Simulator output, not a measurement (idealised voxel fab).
process module | voxel self aligned vias
cross-section cut | 205 nm wide | cells 5 nm
A cross-section is a grid of square cells, given in bands from the top down. A band is one or more rows of cells.
Each band's line starts with the height of the band's top and of its bottom, in nm. Then come its materials from left to right, each with its width in nm. One material with "throughout" fills the band from edge to edge. "air" is empty space.
Height 0 is the level under which the wafer as received is all one material. The lowest band goes on downwards, as in "0 down".
A width such as "30 to 40" changes by the same amount from each row of cells to the next, from the band's top row to its bottom row.
"no change" after a step means that no cell of the cross-section changed.
closed voids: empty space of 8 cells or more with no open way to the top, each as width x height at its distance from the left edge, in nm
after a step's settings: what the simulator itself notes on the step
overlay nm, on a step with a mask: how far to the right of its planned place the mask lay; to the left if negative
plan
1 op RECEIVE | material Si
2 op CONFORMAL_DEP | material SiO2 | thk nm 15
3 op CONFORMAL_DEP | material SiCN | thk nm 5
4 op DIRECTIONAL_DEP | material SiO2 | thk nm 20
5 op PATTERN | tone open | mask id LINES | material resist | width nm 25 | pitch nm 60 | thk nm 20 | overlay nm 0
6 op DIRECTIONAL_ETCH | etch materials SiO2 | depth nm 20
7 op STRIP | etch materials resist
8 op CONFORMAL_DEP | material TiN | thk nm 5
9 op FILL_DEP | material Ru | thk nm 5
10 op CMP | height nm 40
11 op SELECTIVE_ETCH | etch materials W Ru TiN | depth nm 5
12 op FILL_DEP | material SiN | thk nm 5
13 op CMP | height nm 40
14 op DIRECTIONAL_DEP | material SiO2 | thk nm 15
15 op MASKED_ETCH | tone open | mask id VIAS | width nm 45 | pitch nm 60 | etch materials SiO2 | depth nm 15 | overlay nm 0
16 op MASKED_ETCH | tone open | mask id VIAS | width nm 45 | pitch nm 60 | etch materials SiN | depth nm 5 | overlay nm 0
17 op CONFORMAL_DEP | material TiN | thk nm 5
18 op FILL_DEP | material W | thk nm 5
19 op CMP | height nm 55
20 op CONFORMAL_DEP | material SiN | thk nm 5
as received, after step 1
  0 down: Si throughout
  closed voids: none
first wafer at the end, as planned
  60 to 55: SiN throughout
  55 to 45: SiO2 20 | TiN 5 | W 35 | TiN 5 | SiO2 15 | TiN 5 | W 35 | TiN 5 | SiO2 15 | TiN 5 | W 35 | TiN 5 | SiO2 20
  45 to 40: SiO2 20 | TiN 15 | W 15 | TiN 15 | SiO2 15 | TiN 15 | W 15 | TiN 15 | SiO2 15 | TiN 15 | W 15 | TiN 15 | SiO2 20
  40 to 35: SiO2 30 | TiN 25 | SiO2 35 | TiN 25 | SiO2 35 | TiN 25 | SiO2 30
  35 to 25: SiO2 30 | TiN 5 | Ru 15 | TiN 5 | SiO2 35 | TiN 5 | Ru 15 | TiN 5 | SiO2 35 | TiN 5 | Ru 15 | TiN 5 | SiO2 30
  25 to 20: SiO2 30 | TiN 25 | SiO2 35 | TiN 25 | SiO2 35 | TiN 25 | SiO2 30
  20 to 15: SiCN throughout
  15 to 0: SiO2 throughout
  0 down: Si throughout
  closed voids: none
second wafer at the end: like start, like plan, one mistake
  60 to 55: SiN throughout
  55 to 45: SiO2 20 | TiN 5 | W 35 | TiN 5 | SiO2 15 | TiN 5 | W 35 | TiN 5 | SiO2 15 | TiN 5 | W 35 | TiN 5 | SiO2 20
  45 to 40: SiO2 20 | TiN 45 | SiO2 15 | TiN 45 | SiO2 15 | TiN 45 | SiO2 20
  40 to 35: SiN 20 | TiN 10 | SiO2 25 | TiN 10 | SiN 15 | TiN 10 | SiO2 25 | TiN 10 | SiN 15 | TiN 10 | SiO2 25 | TiN 10 | SiN 20
  35 to 25: Ru 25 | TiN 5 | SiO2 25 | TiN 5 | Ru 25 | TiN 5 | SiO2 25 | TiN 5 | Ru 25 | TiN 5 | SiO2 25 | TiN 5 | Ru 25
  25 to 20: TiN 30 | SiO2 25 | TiN 35 | SiO2 25 | TiN 35 | SiO2 25 | TiN 30
  20 to 15: SiCN throughout
  15 to 0: SiO2 throughout
  0 down: Si throughout
  closed voids: none
what went wrong: step 5 ran as: op PATTERN | tone cover | mask id LINES | material resist | width nm 25 | pitch nm 60 | thk nm 20 | overlay nm 0
at the end the second wafer has, in cells: 22 more of Ru | 14 more of SiN | 44 fewer of SiO2 | 17 more of TiN | 9 fewer of W
